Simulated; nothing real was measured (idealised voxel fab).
The name of this process module is voxel quadruple lines.
Each square cell in cross-section cut measures 5 nm, and the section as a whole is 270 nm wide.
A cross-section is written here as square cells arranged in a grid, and it is given in bands from the top down, each band taking up one or more rows of cells. Each band's line starts with the height of the band's top and of its bottom, in nm. Then come its materials from left to right, each with its width in nm. One material with "full width" fills the band from edge to edge. "air" is empty space. Where do heights start? At 0: under that level the wafer as delivered is made of one material only. And the lowest band has no floor; it just carries on downward, as in "0 and below". Read "30->40" as a graded width: first number on top, second number at the bottom, same change between each pair of neighbouring rows. Step note "identical to before" = no cross-section cell changed. Any empty space of 8 cells or more lacking an open way to the top shows up in "Voids, fully enclosed" as width x height at distance, distance from the left edge, in nm. What comes after the settings on a step's line is commentary from the simulator itself on that step. A step's line can hold "overlay nm"; with a mask on that step, the setting says how far right of the planned place the mask lay, while a negative setting says it lay to the left. Each pair below shows a cross-section before one step and the cross-section after it, down to the lowest band that changed. The line under each pair gives the step between them, with its settings. The pairs can come from different runs of this module on the same starting wafer, so a pair continues from the pair above only where its "Pre-step profile" says so.

Pre-step profile
    35 down to 20: 85 air / 5 SiCN / 10 air / 5 SiCN / 10 air / 5 SiCN / 10 air / 5 SiCN / 10 air / 5 SiCN / 10 air / 5 SiCN / 10 air / 5 SiCN / 10 air / 5 SiCN / 75 air
    20 down to 10: TiN full width
    10 down to 0: Al2O3 full width
    0 and below: Si full width
    Voids, fully enclosed: none

Sectional Result
    35 down to 20: 85 air / 5 SiCN / 10 air / 5 SiCN / 10 air / 5 SiCN / 10 air / 5 SiCN / 10 air / 5 SiCN / 10 air / 5 SiCN / 10 air / 5 SiCN / 10 air / 5 SiCN / 75 air
    20 down to 10: 85 air / 5 TiN / 10 air / 5 TiN / 10 air / 5 TiN / 10 air / 5 TiN / 10 air / 5 TiN / 10 air / 5 TiN / 10 air / 5 TiN / 10 air / 5 TiN / 75 air
    Rest of section, below 10: as before.
    Voids, fully enclosed: none
It is this step that lies between the two cross-sections above: DIRECTIONAL_ETCH [etch materials TiN] [depth nm 10]

Pre-step profile: as shown after the step in the preceding pair, directly above.

Sectional Result
    20 down to 10: 85 air / 5 TiN / 10 air / 5 TiN / 10 air / 5 TiN / 10 air / 5 TiN / 10 air / 5 TiN / 10 air / 5 TiN / 10 air / 5 TiN / 10 air / 5 TiN / 75 air
    Rest of section, below 10: as before.
    Voids, fully enclosed: none
It is this step that lies between the two cross-sections above: STRIP [etch materials SiCN]

Pre-step profile
    35 down to 20: 85 air / 10 polySi / 20 air / 10 polySi / 20 air / 10 polySi / 20 air / 10 polySi / 85 air
    20 down to 10: TiN full width
    10 down to 0: Al2O3 full width
    0 and below: Si full width
    Voids, fully enclosed: none

Sectional Result
    40 down to 35: 80 air / 20 TiN / 10 air / 20 TiN / 10 air / 20 TiN / 10 air / 20 TiN / 80 air
    35 down to 25: 80 air / 5 TiN / 10 polySi / 5 TiN / 10 air / 5 TiN / 10 polySi / 5 TiN / 10 air / 5 TiN / 10 polySi / 5 TiN / 10 air / 5 TiN / 10 polySi / 5 TiN / 80 air
    25 down to 20: 85 TiN / 10 polySi / 20 TiN / 10 polySi / 20 TiN / 10 polySi / 20 TiN / 10 polySi / 85 TiN
    Rest of section, below 20: as before.
    Voids, fully enclosed: none
It is this step that lies between the two cross-sections above: CONFORMAL_DEP [material TiN] [thk nm 5]

Pre-step profile: as shown after the step in the preceding pair, directly above.

Sectional Result
    35 down to 30: 85 air / 10 polySi / 20 air / 10 polySi / 20 air / 10 polySi / 20 air / 10 polySi / 85 air
    30 down to 20: 80 air / 5 TiN / 10 polySi / 5 TiN / 10 air / 5 TiN / 10 polySi / 5 TiN / 10 air / 5 TiN / 10 polySi / 5 TiN / 10 air / 5 TiN / 10 polySi / 5 TiN / 80 air
    20 down to 15: 80 air / 20 TiN / 10 air / 20 TiN / 10 air / 20 TiN / 10 air / 20 TiN / 80 air
    Rest of section, below 15: as before.
    Voids, fully enclosed: none
It is this step that lies between the two cross-sections above: DIRECTIONAL_ETCH [etch materials TiN] [depth nm 10]

Pre-step profile
    60 down to 35: aC full width
    35 down to 20: polySi full width
    20 down to 10: TiN full width
    10 down to 0: Al2O3 full width
    0 and below: Si full width
    Voids, fully enclosed: none

Sectional Result
    90 down to 60: 95 resist / 20 air / 40 resist / 20 air / 95 resist
    Rest of section, below 60: as before.
    Voids, fully enclosed: none
It is this step that lies between the two cross-sections above: PATTERN [tone open] [mask id MANDREL] [material resist] [width nm 20] [pitch nm 60] [thk nm 30] [overlay nm 0]

Pre-step profile: as shown after the step in the preceding pair, directly above.

Sectional Result
    65 down to 60: 95 resist / 20 air / 40 resist / 20 air / 95 resist
    60 down to 35: 95 aC / 20 air / 40 aC / 20 air / 95 aC
    Rest of section, below 35: as before.
    Voids, fully enclosed: none
It is this step that lies between the two cross-sections above: DIRECTIONAL_ETCH [etch materials aC] [depth nm 25]

Pre-step profile: as shown after the step in the preceding pair, directly above.

Sectional Result
    60 down to 35: 95 aC / 20 air / 40 aC / 20 air / 95 aC
    Rest of section, below 35: as before.
    Voids, fully enclosed: none
It is this step that lies between the two cross-sections above: STRIP [etch materials resist]

Pre-step profile: as shown after the step in the preceding pair, directly above.

Sectional Result
    70 down to 60: SiO2 full width
    60 down to 35: 95 aC / 20 SiO2 / 40 aC / 20 SiO2 / 95 aC
    Rest of section, below 35: as before.
    Voids, fully enclosed: none
It is this step that lies between the two cross-sections above: CONFORMAL_DEP [material SiO2] [thk nm 10]

Pre-step profile: as shown after the step in the preceding pair, directly above.

Sectional Result
    60 down to 35: 95 aC / 20 SiO2 / 40 aC / 20 SiO2 / 95 aC
    Rest of section, below 35: as before.
    Voids, fully enclosed: none
It is this step that lies between the two cross-sections above: DIRECTIONAL_ETCH [etch materials SiO2] [depth nm 10]

Pre-step profile: as shown after the step in the preceding pair, directly above.

Sectional Result
    60 down to 35: 95 air / 20 SiO2 / 40 air / 20 SiO2 / 95 air
    Rest of section, below 35: as before.
    Voids, fully enclosed: none
It is this step that lies between the two cross-sections above: STRIP [etch materials aC]

Pre-step profile: as shown after the step in the preceding pair, directly above.

Sectional Result
    60 down to 35: 95 air / 20 SiO2 / 40 air / 20 SiO2 / 95 air
    35 down to 20: 95 air / 20 polySi / 40 air / 20 polySi / 95 air
    Rest of section, below 20: as before.
    Voids, fully enclosed: none
It is this step that lies between the two cross-sections above: DIRECTIONAL_ETCH [etch materials polySi] [depth nm 15]

Pre-step profile: as shown after the step in the preceding pair, directly above.

Sectional Result
    35 down to 20: 95 air / 20 polySi / 40 air / 20 polySi / 95 air
    Rest of section, below 20: as before.
    Voids, fully enclosed: none
It is this step that lies between the two cross-sections above: STRIP [etch materials SiO2]

Pre-step profile: as shown after the step in the preceding pair, directly above.

Sectional Result
    40 down to 35: 90 air / 30 SiCN / 30 air / 30 SiCN / 90 air
    35 down to 25: 90 air / 5 SiCN / 20 polySi / 5 SiCN / 30 air / 5 SiCN / 20 polySi / 5 SiCN / 90 air
    25 down to 20: 95 SiCN / 20 polySi / 40 SiCN / 20 polySi / 95 SiCN
    Rest of section, below 20: as before.
    Voids, fully enclosed: none
It is this step that lies between the two cross-sections above: CONFORMAL_DEP [material SiCN] [thk nm 5]

Pre-step profile: as shown after the step in the preceding pair, directly above.

Sectional Result
    35 down to 20: 90 air / 5 SiCN / 20 polySi / 5 SiCN / 30 air / 5 SiCN / 20 polySi / 5 SiCN / 90 air
    Rest of section, below 20: as before.
    Voids, fully enclosed: none
It is this step that lies between the two cross-sections above: DIRECTIONAL_ETCH [etch materials SiCN] [depth nm 5]

Pre-step profile: as shown after the step in the preceding pair, directly above.

Sectional Result
    35 down to 20: 90 air / 5 SiCN / 20 air / 5 SiCN / 30 air / 5 SiCN / 20 air / 5 SiCN / 90 air
    Rest of section, below 20: as before.
    Voids, fully enclosed: none
It is this step that lies between the two cross-sections above: STRIP [etch materials polySi]

Pre-step profile: as shown after the step in the preceding pair, directly above.

Sectional Result
    35 down to 20: 90 air / 5 SiCN / 20 air / 5 SiCN / 30 air / 5 SiCN / 20 air / 5 SiCN / 90 air
    20 down to 10: 90 air / 5 TiN / 20 air / 5 TiN / 30 air / 5 TiN / 20 air / 5 TiN / 90 air
    Rest of section, below 10: as before.
    Voids, fully enclosed: none
It is this step that lies between the two cross-sections above: DIRECTIONAL_ETCH [etch materials TiN] [depth nm 10]

Pre-step profile: as shown after the step in the preceding pair, directly above.

Sectional Result
    20 down to 10: 90 air / 5 TiN / 20 air / 5 TiN / 30 air / 5 TiN / 20 air / 5 TiN / 90 air
    Rest of section, below 10: as before.
    Voids, fully enclosed: none
It is this step that lies between the two cross-sections above: STRIP [etch materials SiCN]
